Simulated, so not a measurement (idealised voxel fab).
The following process module bears the name voxel ribs on slabs.
Section cut is 300 nm wide and gridded with 5 nm square cells.
Cross-section spec: square-cell grid; bands listed top down; each band is one or more rows. The band entry comprises the height of the band's top followed by the height of its bottom, expressed in nm, and subsequently the band's materials from left to right, each stated together with its width in nm. Where a single material is marked with the word "full width", that material fills the band from edge to edge. The word "air" represents empty space. Height datum 0, below which the as-received substrate wafer is one material. Lowest band open at the bottom, running downward: "top 0, no bottom". Quick explanation for "30->40": the width changes in equal steps down the rows of cells, from the first number in the band's top row to the second number in its bottom row. "no modification" (step): cross-section cells unchanged, all of them. Empty spaces without an open route to the top, at least 8 cells in extent, make up the entry "Sealed void listing"; each is given as width x height at distance, where the distance is measured from the left edge, and all are in nm. Read whatever lies past the settings on a step's line as the simulator's own remark about the step. overlay nm: mask right of planned place by this much (step with mask). Neg. = left.

Steps in the process plan:
1. RECEIVE (material Si)
2. DIRECTIONAL_DEP (material SiO2; thk nm 30)
3. DIRECTIONAL_DEP (material SiN; thk nm 25)
4. MASKED_ETCH (tone cover; mask id RIB; width nm 20; etch materials SiN; depth nm 20; overlay nm 0)
5. MASKED_ETCH (tone cover; mask id SLAB; width nm 60; etch materials SiN; depth nm 5; overlay nm 0)
6. FILL_DEP (material SiO2; thk nm 25)
7. CMP (height nm 75)
8. DIRECTIONAL_DEP (material W; thk nm 5)
9. MASKED_ETCH (tone cover; mask id HEATER; width nm 20; etch materials W; depth nm 5; overlay nm 0)
10. CONFORMAL_DEP (material SiO2; thk nm 5)
Quick note for whoever runs this: the wafers start identical, but the width nm at step 9 isn't the same across them. The plan just shows what the first wafer had.

First wafer as received, after step 1:
* top 0, no bottom: Si full width
* Sealed void listing: none

Per wafer, end of module: cells gained (+) or lost (-) per material since receipt, then closed voids:
width nm 20, +28 SiN, +934 SiO2, +4 W, Sealed void listing: none
width nm 25, +28 SiN, +934 SiO2, +5 W, Sealed void listing: none
width nm 30, +28 SiN, +934 SiO2, +6 W, Sealed void listing: none
width nm 35, +28 SiN, +934 SiO2, +7 W, Sealed void listing: none
width nm 40, +28 SiN, +934 SiO2, +8 W, Sealed void listing: none
width nm 45, +28 SiN, +934 SiO2, +9 W, Sealed void listing: none
